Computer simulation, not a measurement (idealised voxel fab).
process module | voxel transistor to metal
cross-section cut | 180 nm wide | cells 5 nm
A cross-section is a grid of square cells, given in bands from the top down. A band is one or more rows of cells.
Each band's line starts with the height of the band's top and of its bottom, in nm. Then come its materials from left to right, each with its width in nm. One material with "throughout" fills the band from edge to edge. "air" is empty space.
Height 0 is the level under which the wafer as received is all one material. The lowest band goes on downwards, as in "0 down".
A width such as "30 to 40" changes by the same amount from each row of cells to the next, from the band's top row to its bottom row.
"no change" after a step means that no cell of the cross-section changed.
closed voids: empty space of 8 cells or more with no open way to the top, each as width x height at its distance from the left edge, in nm
after a step's settings: what the simulator itself notes on the step
overlay nm, on a step with a mask: how far to the right of its planned place the mask lay; to the left if negative
plan
1 op RECEIVE | material Si
2 op CONFORMAL_DEP | material SiO2 | thk nm 5
3 op CONFORMAL_DEP | material SiN | thk nm 10
4 op MASKED_ETCH | tone cover | mask id ACTIVE | width nm 110 | etch materials SiN | depth nm 10 | overlay nm 0
5 op MASKED_ETCH | tone cover | mask id ACTIVE | width nm 110 | etch materials SiO2 | depth nm 5 | overlay nm 0
6 op MASKED_ETCH | tone cover | mask id ACTIVE | width nm 110 | etch materials Si | depth nm 20 | overlay nm 0
7 op OXIDIZE | depth nm 5
8 op FILL_DEP | material SiO2 | thk nm 10
9 op CMP | height nm 15
10 op SELECTIVE_ETCH | etch materials SiO2 | depth nm 10
11 op STRIP | etch materials SiN
12 op SELECTIVE_ETCH | etch materials SiO2 | depth nm 5
13 op OXIDIZE | depth nm 5
14 op DIRECTIONAL_DEP | material polySi | thk nm 30
15 op DIRECTIONAL_DEP | material SiCN | thk nm 10
16 op MASKED_ETCH | tone cover | mask id GATE | width nm 20 | etch materials SiCN | depth nm 20 | overlay nm 0
17 op MASKED_ETCH | tone cover | mask id GATE | width nm 20 | etch materials polySi | depth nm 40 | overlay nm 0
18 op CONFORMAL_DEP | material SiN | thk nm 5
19 op DIRECTIONAL_ETCH | etch materials SiN | depth nm 5
20 op DIRECTIONAL_ETCH | etch materials SiO2 | depth nm 5
21 op DIRECTIONAL_ETCH | etch materials Si | depth nm 5
22 op EPI | material pSi | thk nm 5
23 op FILL_DEP | material SiO2 | thk nm 10
24 op CMP | height nm 40
25 op DIRECTIONAL_DEP | material SiO2 | thk nm 10
26 op MASKED_ETCH | tone open | mask id CONTACT | width nm 30 | pitch nm 60 | etch materials SiO2 | depth nm 55 | overlay nm 0
27 op CONFORMAL_DEP | material TiN | thk nm 5
28 op FILL_DEP | material Ru | thk nm 5
29 op CMP | height nm 50
30 op CONFORMAL_DEP | material SiCN | thk nm 5
31 op DIRECTIONAL_DEP | material SiO2 | thk nm 20
32 op PATTERN | tone open | mask id METAL_1 | material resist | width nm 15 | pitch nm 75 | thk nm 15 | overlay nm 0
33 op DIRECTIONAL_ETCH | etch materials SiO2 | depth nm 20
34 op DIRECTIONAL_ETCH | etch materials SiCN | depth nm 5
35 op STRIP | etch materials resist
36 op CONFORMAL_DEP | material TiN | thk nm 5
37 op FILL_DEP | material Cu | thk nm 5
38 op CMP | height nm 75
39 op CONFORMAL_DEP | material SiCN | thk nm 5
40 op DIRECTIONAL_DEP | material SiO2 | thk nm 35
41 op PATTERN | tone open | mask id METAL_2 | material resist | width nm 15 | pitch nm 75 | thk nm 15 | overlay nm 0
42 op DIRECTIONAL_ETCH | etch materials SiO2 | depth nm 20
43 op STRIP | etch materials resist
44 op DIRECTIONAL_DEP | material aC | thk nm 15
45 op PATTERN | tone open | mask id METAL_2_HOLES | material resist | width nm 15 | pitch nm 75 | thk nm 30 | overlay nm 0
46 op DIRECTIONAL_ETCH | etch materials aC | depth nm 15
47 op STRIP | etch materials resist
48 op DIRECTIONAL_ETCH | etch materials SiO2 | depth nm 15
49 op DIRECTIONAL_ETCH | etch materials SiCN | depth nm 5
50 op STRIP | etch materials aC
51 op CONFORMAL_DEP | material TiN | thk nm 5
52 op FILL_DEP | material Ru | thk nm 5
53 op CMP | height nm 115
54 op CONFORMAL_DEP | material SiN | thk nm 5
varied across the wafers: thk nm of step 27. The plan shows the first wafer's value. All wafers start alike
first wafer as received, after step 1
  0 down: Si throughout
  closed voids: none
each wafer at the end: cells of each material gained (+) or lost (-) since it was received, then its closed voids
thk nm 5 | +8 Cu | +92 Ru | -114 Si | +68 SiCN | +52 SiN | +610 SiO2 | +108 TiN | +16 pSi | +24 polySi | closed voids: none
thk nm 10 | +8 Cu | +48 Ru | -114 Si | +68 SiCN | +52 SiN | +610 SiO2 | +152 TiN | +16 pSi | +24 polySi | closed voids: none
thk nm 15 | +8 Cu | +14 Ru | -114 Si | +68 SiCN | +52 SiN | +610 SiO2 | +186 TiN | +16 pSi | +24 polySi | closed voids: none
thk nm 20 | +8 Cu | +14 Ru | -114 Si | +68 SiCN | +52 SiN | +610 SiO2 | +186 TiN | +16 pSi | +24 polySi | closed voids: none
